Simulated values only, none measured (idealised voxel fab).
This section sets out a process module, namely voxel transistor to metal.
Pictured: cross-section cut, 190 nm wide, on a grid of 5 nm square cells.
Heads up, the way a cross-section reads in here is a grid of square cells, handed over as bands from the top down, with every band being one or more rows of cells.
It is stipulated that each band's entry specify, in nanometres, the height of the top of the band and then that of its bottom, followed by the materials of the band in left-to-right sequence, each together with its width in nanometres. A single material marked by the word "everywhere" is understood to fill the band from edge to edge; the word "empty" is understood to denote empty space.
A quick word on heights: they are counted from 0, and under that level the wafer as it came to us is one material throughout. The lowest band is different from the rest in having no bottom; it simply continues downward, written as in "z 0 and below".
Width "30 to 40": first value at the band's top row of cells, second value at its bottom row, equal change from row to row.
A step reported as "remains unaltered" is a step in which no cell of the cross-section changed.
Closed-off voids of 8+ cells (no open route to the top) go in "Closed voids list", written width x height at distance from the left edge, in nm.
Whatever follows a step's settings on its line is a remark the simulator itself makes about that step.
What "overlay nm" on a step's line means: if the step has a mask, that mask lay this far to the right of its planned place, or, when the value is negative, to the left.
### Intended process steps
1,RECEIVE with material Si
2,OXIDIZE with depth nm 5
3,CONFORMAL_DEP with material SiN, thk nm 15
4,DIRECTIONAL_DEP with material aC, thk nm 10
5,PATTERN with tone cover, mask id ACTIVE, material resist, width nm 110, thk nm 30, overlay nm 0
6,DIRECTIONAL_ETCH with etch materials aC, depth nm 10
7,STRIP with etch materials resist
8,DIRECTIONAL_ETCH with etch materials SiN, depth nm 15
9,DIRECTIONAL_ETCH with etch materials SiO2, depth nm 5
10,DIRECTIONAL_ETCH with etch materials Si, depth nm 25
11,STRIP with etch materials aC
12,OXIDIZE with depth nm 5
13,FILL_DEP with material SiO2, thk nm 10
14,CMP with height nm 15
15,SELECTIVE_ETCH with etch materials SiO2, depth nm 10
16,STRIP with etch materials SiN
17,SELECTIVE_ETCH with etch materials SiO2, depth nm 5
18,OXIDIZE with depth nm 5
19,DIRECTIONAL_DEP with material polySi, thk nm 20
20,DIRECTIONAL_DEP with material SiCN, thk nm 15
21,PATTERN with tone cover, mask id GATE, material resist, width nm 20, thk nm 15, overlay nm 0
22,DIRECTIONAL_ETCH with etch materials SiCN, depth nm 25
23,DIRECTIONAL_ETCH with etch materials polySi, depth nm 30
24,STRIP with etch materials resist
25,CONFORMAL_DEP with material SiN, thk nm 5
26,DIRECTIONAL_ETCH with etch materials SiN, depth nm 5
27,DIRECTIONAL_ETCH with etch materials SiO2, depth nm 5
28,EPI with material pSi, thk nm 5
29,FILL_DEP with material SiO2, thk nm 10
30,CMP with height nm 30
31,DIRECTIONAL_DEP with material SiO2, thk nm 15
32,DIRECTIONAL_DEP with material aC, thk nm 15
33,PATTERN with tone open, mask id CONTACT, material resist, width nm 35, pitch nm 65, thk nm 35, overlay nm 0
34,DIRECTIONAL_ETCH with etch materials aC, depth nm 15
35,STRIP with etch materials resist
36,DIRECTIONAL_ETCH with etch materials SiO2, depth nm 50
37,STRIP with etch materials aC
38,CONFORMAL_DEP with material TiN, thk nm 5
39,FILL_DEP with material Ru, thk nm 10
40,CMP with height nm 45
41,CONFORMAL_DEP with material SiCN, thk nm 5
42,DIRECTIONAL_DEP with material lowk, thk nm 25
43,DIRECTIONAL_DEP with material aC, thk nm 10
44,PATTERN with tone open, mask id METAL_1, material resist, width nm 20, pitch nm 80, thk nm 25, overlay nm 0
45,DIRECTIONAL_ETCH with etch materials aC, depth nm 10
46,STRIP with etch materials resist
47,DIRECTIONAL_ETCH with etch materials lowk, depth nm 25
48,DIRECTIONAL_ETCH with etch materials SiCN, depth nm 5
49,STRIP with etch materials aC
50,CONFORMAL_DEP with material TiN, thk nm 5
51,FILL_DEP with material Cu, thk nm 5
52,CMP with height nm 75
53,CONFORMAL_DEP with material SiCN, thk nm 5
### first wafer, as planned
### Shown in cross-section is the wafer as received, that is, as it stands after step 1
  z 0 and below | Si everywhere
  Closed voids list: none
### Sectional view: wafer, after step 2
  z 0 to -5 | SiO2 everywhere
  Rest of section, below -5: as before.
### Sectional view: wafer, after step 3
  z 15 to 0 | SiN everywhere
  Rest of section, below 0: as before.
### Sectional view: wafer, after step 4
  z 25 to 15 | aC everywhere
  Rest of section, below 15: as before.
### Sectional view: wafer, after step 5
  z 55 to 25 | 40 nm empty / 110 nm resist / 40 nm empty
  Rest of section, below 25: as before.
### Sectional view: wafer, after step 6
  z 45 to 25 | 40 nm empty / 110 nm resist / 40 nm empty
  z 25 to 15 | 40 nm empty / 110 nm aC / 40 nm empty
  Rest of section, below 15: as before.
### Sectional view: wafer, after step 7
  z 25 to 15 | 40 nm empty / 110 nm aC / 40 nm empty
  Rest of section, below 15: as before.
### Sectional view: wafer, after step 8
  z 25 to 15 | 40 nm empty / 110 nm aC / 40 nm empty
  z 15 to 0 | 40 nm empty / 110 nm SiN / 40 nm empty
  Rest of section, below 0: as before.
### Sectional view: wafer, after step 9
  z 25 to 15 | 40 nm empty / 110 nm aC / 40 nm empty
  z 15 to 0 | 40 nm empty / 110 nm SiN / 40 nm empty
  z 0 to -5 | 40 nm empty / 110 nm SiO2 / 40 nm empty
  Rest of section, below -5: as before.
### Sectional view: wafer, after step 10
  z 25 to 15 | 40 nm empty / 110 nm aC / 40 nm empty
  z 15 to 0 | 40 nm empty / 110 nm SiN / 40 nm empty
  z 0 to -5 | 40 nm empty / 110 nm SiO2 / 40 nm empty
  z -5 to -30 | 40 nm empty / 110 nm Si / 40 nm empty
  Rest of section, below -30: as before.
### Sectional view: wafer, after step 11
  z 15 to 0 | 40 nm empty / 110 nm SiN / 40 nm empty
  Rest of section, below 0: as before.
### Sectional view: wafer, after step 12
  z 15 to 0 | 40 nm empty / 110 nm SiN / 40 nm empty
  z 0 to -5 | 40 nm empty / 110 nm SiO2 / 40 nm empty
  z -5 to -30 | 40 nm empty / 5 nm SiO2 / 100 nm Si / 5 nm SiO2 / 40 nm empty
  z -30 to -35 | 45 nm SiO2 / 100 nm Si / 45 nm SiO2
  Rest of section, below -35: as before.
### Sectional view: wafer, after step 13
  z 25 to 15 | SiO2 everywhere
  z 15 to 0 | 40 nm SiO2 / 110 nm SiN / 40 nm SiO2
  z 0 to -5 | SiO2 everywhere
  z -5 to -35 | 45 nm SiO2 / 100 nm Si / 45 nm SiO2
  Rest of section, below -35: as before.
### Sectional view: wafer, after step 14
  z 15 to 0 | 40 nm SiO2 / 110 nm SiN / 40 nm SiO2
  Rest of section, below 0: as before.
### Sectional view: wafer, after step 15
  z 15 to 5 | 40 nm empty / 110 nm SiN / 40 nm empty
  Rest of section, below 5: as before.
### Sectional view: wafer, after step 16
  z 5 to 0 | 40 nm SiO2 / 110 nm empty / 40 nm SiO2
  Rest of section, below 0: as before.
### Sectional view: wafer, after step 17
  z 0 to -5 | 35 nm SiO2 / 120 nm empty / 35 nm SiO2
  Rest of section, below -5: as before.
### Sectional view: wafer, after step 18
  z 0 to -5 | 35 nm SiO2 / 120 nm empty / 35 nm SiO2
  z -5 to -10 | SiO2 everywhere
  Rest of section, below -10: as before.
### Sectional view: wafer, after step 19
  z 20 to 15 | 35 nm polySi / 120 nm empty / 35 nm polySi
  z 15 to 0 | polySi everywhere
  z 0 to -5 | 35 nm SiO2 / 120 nm polySi / 35 nm SiO2
  Rest of section, below -5: as before.
### Sectional view: wafer, after step 20
  z 35 to 30 | 35 nm SiCN / 120 nm empty / 35 nm SiCN
  z 30 to 20 | SiCN everywhere
  z 20 to 15 | 35 nm polySi / 120 nm SiCN / 35 nm polySi
  Rest of section, below 15: as before.
### Sectional view: wafer, after step 21
  z 50 to 35 | 85 nm empty / 20 nm resist / 85 nm empty
  z 35 to 30 | 35 nm SiCN / 50 nm empty / 20 nm resist / 50 nm empty / 35 nm SiCN
  Rest of section, below 30: as before.
### Sectional view: wafer, after step 22
  z 50 to 30 | 85 nm empty / 20 nm resist / 85 nm empty
  z 30 to 20 | 85 nm empty / 20 nm SiCN / 85 nm empty
  z 20 to 15 | 35 nm polySi / 50 nm empty / 20 nm SiCN / 50 nm empty / 35 nm polySi
  Rest of section, below 15: as before.
### Sectional view: wafer, after step 23
  z 50 to 30 | 85 nm empty / 20 nm resist / 85 nm empty
  z 30 to 15 | 85 nm empty / 20 nm SiCN / 85 nm empty
  z 15 to 0 | 85 nm empty / 20 nm polySi / 85 nm empty
  z 0 to -5 | 35 nm SiO2 / 50 nm empty / 20 nm polySi / 50 nm empty / 35 nm SiO2
  Rest of section, below -5: as before.
### Sectional view: wafer, after step 24
  z 30 to 15 | 85 nm empty / 20 nm SiCN / 85 nm empty
  Rest of section, below 15: as before.
### Sectional view: wafer, after step 25
  z 35 to 30 | 80 nm empty / 30 nm SiN / 80 nm empty
  z 30 to 15 | 80 nm empty / 5 nm SiN / 20 nm SiCN / 5 nm SiN / 80 nm empty
  z 15 to 5 | 80 nm empty / 5 nm SiN / 20 nm polySi / 5 nm SiN / 80 nm empty
  z 5 to 0 | 40 nm SiN / 40 nm empty / 5 nm SiN / 20 nm polySi / 5 nm SiN / 40 nm empty / 40 nm SiN
  z 0 to -5 | 35 nm SiO2 / 50 nm SiN / 20 nm polySi / 50 nm SiN / 35 nm SiO2
  Rest of section, below -5: as before.
### Sectional view: wafer, after step 26
  z 30 to 15 | 80 nm empty / 5 nm SiN / 20 nm SiCN / 5 nm SiN / 80 nm empty
  z 15 to 0 | 80 nm empty / 5 nm SiN / 20 nm polySi / 5 nm SiN / 80 nm empty
  z 0 to -5 | 35 nm SiO2 / 5 nm SiN / 40 nm empty / 5 nm SiN / 20 nm polySi / 5 nm SiN / 40 nm empty / 5 nm SiN / 35 nm SiO2
  Rest of section, below -5: as before.
### Sectional view: wafer, after step 27
  z 30 to 15 | 80 nm empty / 5 nm SiN / 20 nm SiCN / 5 nm SiN / 80 nm empty
  z 15 to 0 | 80 nm empty / 5 nm SiN / 20 nm polySi / 5 nm SiN / 80 nm empty
  z 0 to -5 | 35 nm empty / 5 nm SiN / 40 nm empty / 5 nm SiN / 20 nm polySi / 5 nm SiN / 40 nm empty / 5 nm SiN / 35 nm empty
  z -5 to -10 | 40 nm SiO2 / 40 nm empty / 30 nm SiO2 / 40 nm empty / 40 nm SiO2
  Rest of section, below -10: as before.
### Sectional view: wafer, after step 28
  z 30 to 15 | 80 nm empty / 5 nm SiN / 20 nm SiCN / 5 nm SiN / 80 nm empty
  z 15 to 0 | 80 nm empty / 5 nm SiN / 20 nm polySi / 5 nm SiN / 80 nm empty
  z 0 to -5 | 35 nm empty / 5 nm SiN / 40 nm empty / 5 nm SiN / 20 nm polySi / 5 nm SiN / 40 nm empty / 5 nm SiN / 35 nm empty
  z -5 to -10 | 40 nm SiO2 / 40 nm pSi / 30 nm SiO2 / 40 nm pSi / 40 nm SiO2
  Rest of section, below -10: as before.
### Sectional view: wafer, after step 29
  z 40 to 30 | SiO2 everywhere
  z 30 to 15 | 80 nm SiO2 / 5 nm SiN / 20 nm SiCN / 5 nm SiN / 80 nm SiO2
  z 15 to 0 | 80 nm SiO2 / 5 nm SiN / 20 nm polySi / 5 nm SiN / 80 nm SiO2
  z 0 to -5 | 35 nm SiO2 / 5 nm SiN / 40 nm SiO2 / 5 nm SiN / 20 nm polySi / 5 nm SiN / 40 nm SiO2 / 5 nm SiN / 35 nm SiO2
  Rest of section, below -5: as before.
### Sectional view: wafer, after step 30
  z 30 to 15 | 80 nm SiO2 / 5 nm SiN / 20 nm SiCN / 5 nm SiN / 80 nm SiO2
  Rest of section, below 15: as before.
### Sectional view: wafer, after step 31
  z 45 to 30 | SiO2 everywhere
  Rest of section, below 30: as before.
### Sectional view: wafer, after step 32
  z 60 to 45 | aC everywhere
  Rest of section, below 45: as before.
### Sectional view: wafer, after step 33
  z 95 to 60 | 45 nm resist / 35 nm empty / 30 nm resist / 35 nm empty / 45 nm resist
  Rest of section, below 60: as before.
### Sectional view: wafer, after step 34
  z 80 to 60 | 45 nm resist / 35 nm empty / 30 nm resist / 35 nm empty / 45 nm resist
  z 60 to 45 | 45 nm aC / 35 nm empty / 30 nm aC / 35 nm empty / 45 nm aC
  Rest of section, below 45: as before.
### Sectional view: wafer, after step 35
  z 60 to 45 | 45 nm aC / 35 nm empty / 30 nm aC / 35 nm empty / 45 nm aC
  Rest of section, below 45: as before.
### Sectional view: wafer, after step 36
  z 60 to 45 | 45 nm aC / 35 nm empty / 30 nm aC / 35 nm empty / 45 nm aC
  z 45 to 30 | 45 nm SiO2 / 35 nm empty / 30 nm SiO2 / 35 nm empty / 45 nm SiO2
  z 30 to 15 | 45 nm SiO2 / 35 nm empty / 5 nm SiN / 20 nm SiCN / 5 nm SiN / 35 nm empty / 45 nm SiO2
  z 15 to 0 | 45 nm SiO2 / 35 nm empty / 5 nm SiN / 20 nm polySi / 5 nm SiN / 35 nm empty / 45 nm SiO2
  z 0 to -5 | 35 nm SiO2 / 5 nm SiN / 5 nm SiO2 / 35 nm empty / 5 nm SiN / 20 nm polySi / 5 nm SiN / 35 nm empty / 5 nm SiO2 / 5 nm SiN / 35 nm SiO2
  Rest of section, below -5: as before.
### Sectional view: wafer, after step 37
  z 45 to 30 | 45 nm SiO2 / 35 nm empty / 30 nm SiO2 / 35 nm empty / 45 nm SiO2
  Rest of section, below 30: as before.
### Sectional view: wafer, after step 38
  z 50 to 45 | 50 nm TiN / 25 nm empty / 40 nm TiN / 25 nm empty / 50 nm TiN
  z 45 to 30 | 45 nm SiO2 / 5 nm TiN / 25 nm empty / 5 nm TiN / 30 nm SiO2 / 5 nm TiN / 25 nm empty / 5 nm TiN / 45 nm SiO2
  z 30 to 15 | 45 nm SiO2 / 5 nm TiN / 25 nm empty / 5 nm TiN / 5 nm SiN / 20 nm SiCN / 5 nm SiN / 5 nm TiN / 25 nm empty / 5 nm TiN / 45 nm SiO2
  z 15 to 0 | 45 nm SiO2 / 5 nm TiN / 25 nm empty / 5 nm TiN / 5 nm SiN / 20 nm polySi / 5 nm SiN / 5 nm TiN / 25 nm empty / 5 nm TiN / 45 nm SiO2
  z 0 to -5 | 35 nm SiO2 / 5 nm SiN / 5 nm SiO2 / 35 nm TiN / 5 nm SiN / 20 nm polySi / 5 nm SiN / 35 nm TiN / 5 nm SiO2 / 5 nm SiN / 35 nm SiO2
  Rest of section, below -5: as before.
### Sectional view: wafer, after step 39
  z 60 to 50 | Ru everywhere
  z 50 to 45 | 50 nm TiN / 25 nm Ru / 40 nm TiN / 25 nm Ru / 50 nm TiN
  z 45 to 30 | 45 nm SiO2 / 5 nm TiN / 25 nm Ru / 5 nm TiN / 30 nm SiO2 / 5 nm TiN / 25 nm Ru / 5 nm TiN / 45 nm SiO2
  z 30 to 15 | 45 nm SiO2 / 5 nm TiN / 25 nm Ru / 5 nm TiN / 5 nm SiN / 20 nm SiCN / 5 nm SiN / 5 nm TiN / 25 nm Ru / 5 nm TiN / 45 nm SiO2
  z 15 to 0 | 45 nm SiO2 / 5 nm TiN / 25 nm Ru / 5 nm TiN / 5 nm SiN / 20 nm polySi / 5 nm SiN / 5 nm TiN / 25 nm Ru / 5 nm TiN / 45 nm SiO2
  Rest of section, below 0: as before.
### Sectional view: wafer, after step 40
  z 45 to 30 | 45 nm SiO2 / 5 nm TiN / 25 nm Ru / 5 nm TiN / 30 nm SiO2 / 5 nm TiN / 25 nm Ru / 5 nm TiN / 45 nm SiO2
  Rest of section, below 30: as before.
### Sectional view: wafer, after step 41
  z 50 to 45 | SiCN everywhere
  Rest of section, below 45: as before.
### Sectional view: wafer, after step 42
  z 75 to 50 | lowk everywhere
  Rest of section, below 50: as before.
### Sectional view: wafer, after step 43
  z 85 to 75 | aC everywhere
  Rest of section, below 75: as before.
### Sectional view: wafer, after step 44
  z 110 to 85 | 45 nm resist / 20 nm empty / 60 nm resist / 20 nm empty / 45 nm resist
  Rest of section, below 85: as before.
### Sectional view: wafer, after step 45
  z 100 to 85 | 45 nm resist / 20 nm empty / 60 nm resist / 20 nm empty / 45 nm resist
  z 85 to 75 | 45 nm aC / 20 nm empty / 60 nm aC / 20 nm empty / 45 nm aC
  Rest of section, below 75: as before.
### Sectional view: wafer, after step 46
  z 85 to 75 | 45 nm aC / 20 nm empty / 60 nm aC / 20 nm empty / 45 nm aC
  Rest of section, below 75: as before.
### Sectional view: wafer, after step 47
  z 85 to 75 | 45 nm aC / 20 nm empty / 60 nm aC / 20 nm empty / 45 nm aC
  z 75 to 50 | 45 nm lowk / 20 nm empty / 60 nm lowk / 20 nm empty / 45 nm lowk
  Rest of section, below 50: as before.
### Sectional view: wafer, after step 48
  z 85 to 75 | 45 nm aC / 20 nm empty / 60 nm aC / 20 nm empty / 45 nm aC
  z 75 to 50 | 45 nm lowk / 20 nm empty / 60 nm lowk / 20 nm empty / 45 nm lowk
  z 50 to 45 | 45 nm SiCN / 20 nm empty / 60 nm SiCN / 20 nm empty / 45 nm SiCN
  Rest of section, below 45: as before.
### Sectional view: wafer, after step 49
  z 75 to 50 | 45 nm lowk / 20 nm empty / 60 nm lowk / 20 nm empty / 45 nm lowk
  Rest of section, below 50: as before.
### Sectional view: wafer, after step 50
  z 80 to 75 | 50 nm TiN / 10 nm empty / 70 nm TiN / 10 nm empty / 50 nm TiN
  z 75 to 50 | 45 nm lowk / 5 nm TiN / 10 nm empty / 5 nm TiN / 60 nm lowk / 5 nm TiN / 10 nm empty / 5 nm TiN / 45 nm lowk
  z 50 to 45 | 45 nm SiCN / 20 nm TiN / 60 nm SiCN / 20 nm TiN / 45 nm SiCN
  Rest of section, below 45: as before.
### Sectional view: wafer, after step 51
  z 85 to 80 | Cu everywhere
  z 80 to 75 | 50 nm TiN / 10 nm Cu / 70 nm TiN / 10 nm Cu / 50 nm TiN
  z 75 to 50 | 45 nm lowk / 5 nm TiN / 10 nm Cu / 5 nm TiN / 60 nm lowk / 5 nm TiN / 10 nm Cu / 5 nm TiN / 45 nm lowk
  Rest of section, below 50: as before.
### Sectional view: wafer, after step 52
  z 75 to 50 | 45 nm lowk / 5 nm TiN / 10 nm Cu / 5 nm TiN / 60 nm lowk / 5 nm TiN / 10 nm Cu / 5 nm TiN / 45 nm lowk
  Rest of section, below 50: as before.
### Sectional view: wafer, after step 53
  z 80 to 75 | SiCN everywhere
  Rest of section, below 75: as before.
### Wafer two. Identical start, identical plan. One mistake in execution. Identical history through step 43
### Cross-sectional representation of the second wafer at the time designated in the plan for the completion of step 44
  z 110 to 85 | 45 nm empty / 20 nm resist / 60 nm empty / 20 nm resist / 45 nm empty
  Rest of section, below 85: as before.
### Cross-sectional representation of the second wafer at the time designated in the plan for the completion of step 45
  z 100 to 85 | 45 nm empty / 20 nm resist / 60 nm empty / 20 nm resist / 45 nm empty
  z 85 to 75 | 45 nm empty / 20 nm aC / 60 nm empty / 20 nm aC / 45 nm empty
  Rest of section, below 75: as before.
### Cross-sectional representation of the second wafer at the time designated in the plan for the completion of step 46
  z 85 to 75 | 45 nm empty / 20 nm aC / 60 nm empty / 20 nm aC / 45 nm empty
  Rest of section, below 75: as before.
### Cross-sectional representation of the second wafer at the time designated in the plan for the completion of step 47
  z 85 to 75 | 45 nm empty / 20 nm aC / 60 nm empty / 20 nm aC / 45 nm empty
  z 75 to 50 | 45 nm empty / 20 nm lowk / 60 nm empty / 20 nm lowk / 45 nm empty
  Rest of section, below 50: as before.
### Cross-sectional representation of the second wafer at the time designated in the plan for the completion of step 48
  z 85 to 75 | 45 nm empty / 20 nm aC / 60 nm empty / 20 nm aC / 45 nm empty
  z 75 to 50 | 45 nm empty / 20 nm lowk / 60 nm empty / 20 nm lowk / 45 nm empty
  z 50 to 45 | 45 nm empty / 20 nm SiCN / 60 nm empty / 20 nm SiCN / 45 nm empty
  Rest of section, below 45: as before.
### Cross-sectional representation of the second wafer at the time designated in the plan for the completion of step 49
  z 75 to 50 | 45 nm empty / 20 nm lowk / 60 nm empty / 20 nm lowk / 45 nm empty
  Rest of section, below 50: as before.
### Cross-sectional representation of the second wafer at the time designated in the plan for the completion of step 50
  z 80 to 75 | 40 nm empty / 30 nm TiN / 50 nm empty / 30 nm TiN / 40 nm empty
  z 75 to 50 | 40 nm empty / 5 nm TiN / 20 nm lowk / 5 nm TiN / 50 nm empty / 5 nm TiN / 20 nm lowk / 5 nm TiN / 40 nm empty
  z 50 to 45 | 45 nm TiN / 20 nm SiCN / 60 nm TiN / 20 nm SiCN / 45 nm TiN
  Rest of section, below 45: as before.
### Cross-sectional representation of the second wafer at the time designated in the plan for the completion of step 51
  z 85 to 80 | Cu everywhere
  z 80 to 75 | 40 nm Cu / 30 nm TiN / 50 nm Cu / 30 nm TiN / 40 nm Cu
  z 75 to 50 | 40 nm Cu / 5 nm TiN / 20 nm lowk / 5 nm TiN / 50 nm Cu / 5 nm TiN / 20 nm lowk / 5 nm TiN / 40 nm Cu
  Rest of section, below 50: as before.
### Cross-sectional representation of the second wafer at the time designated in the plan for the completion of step 52
  z 75 to 50 | 40 nm Cu / 5 nm TiN / 20 nm lowk / 5 nm TiN / 50 nm Cu / 5 nm TiN / 20 nm lowk / 5 nm TiN / 40 nm Cu
  Rest of section, below 50: as before.
### Cross-sectional representation of the second wafer at the time designated in the plan for the completion of step 53
  z 80 to 75 | SiCN everywhere
  Rest of section, below 75: as before.
Here's what went sideways: step 44 ran with different settings than intended, the actual operation and settings being PATTERN with tone cover, mask id METAL_1, material resist, width nm 20, pitch nm 80, thk nm 25, overlay nm 0
In the final state, the cell counts of the second wafer exceed or fall short of those of the first for the following materials: 110 more of Cu; 22 fewer of SiCN; 22 more of TiN; 110 fewer of lowk
